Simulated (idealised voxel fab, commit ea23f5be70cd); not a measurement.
The process module presented herein is designated voxel plated lines.
Cross-section cut: width 245 nm, square cells of 5 nm.
Notation: cross-section as square-cell grid; stated in bands, top first, going down; one or more cell rows per band.
Quick guide to a band line: top height, bottom height (nm) up front; then every material left to right with its width in nm. Only one material and it's marked "everywhere"? Then it fills the band edge to edge. And "empty" just means empty space.
Convention: height 0 is the level below which the wafer, as received, is all one material. The lowest band does not terminate at the bottom but continues downward, represented as "0 -> down".
The width entry "30->40" should be interpreted row by row: the top row of cells in the band takes the first number, the bottom row takes the second number, and the change between adjacent rows is uniform throughout.
A step reported as "remained the same" is a step in which no cell of the cross-section changed.
"Closed void catalog" contains a list of empty spaces, each no smaller than 8 cells and without an open way to the top, written in the form width x height at distance with the distance from the left edge and all three in nm.
after a step's settings: what the simulator itself notes on the step
When a step includes a mask, the "overlay nm" setting on its line states how far to the right of its planned place that mask lay, and negative values state how far to the left.
# plan
1) RECEIVE with material Si
2) CONFORMAL_DEP with material SiO2, thk nm 5
3) DIRECTIONAL_DEP with material TiN, thk nm 5
4) PATTERN with tone open, mask id LINES, material resist, width nm 20, pitch nm 35, thk nm 40, overlay nm 0
5) EPI with material Ru, thk nm 5
6) EPI with material Ru, thk nm 5
7) EPI with material Ru, thk nm 5
8) STRIP with etch materials resist
9) DIRECTIONAL_ETCH with etch materials TiN, depth nm 5
10) CONFORMAL_DEP with material SiCN, thk nm 10
# Received-state cross-section, reflecting completion of step 1
> 0 -> down  Si everywhere
> Closed void catalog: none
# Starting wafer: above. Plan: above. Run: one mistake. Cross-section after the module: below
> 25 -> 10  75 of empty, then 20 of Ru, then 15 of empty, then 20 of Ru, then 15 of empty, then 20 of Ru, then 80 of empty
> 10 -> 5  75 of empty, then 20 of TiN, then 15 of empty, then 20 of TiN, then 15 of empty, then 20 of TiN, then 80 of empty
> 5 -> 0  SiO2 everywhere
> 0 -> down  Si everywhere
> Closed void catalog: none
Finding, execution versus plan: step 10 of the plan was jumped over and never run
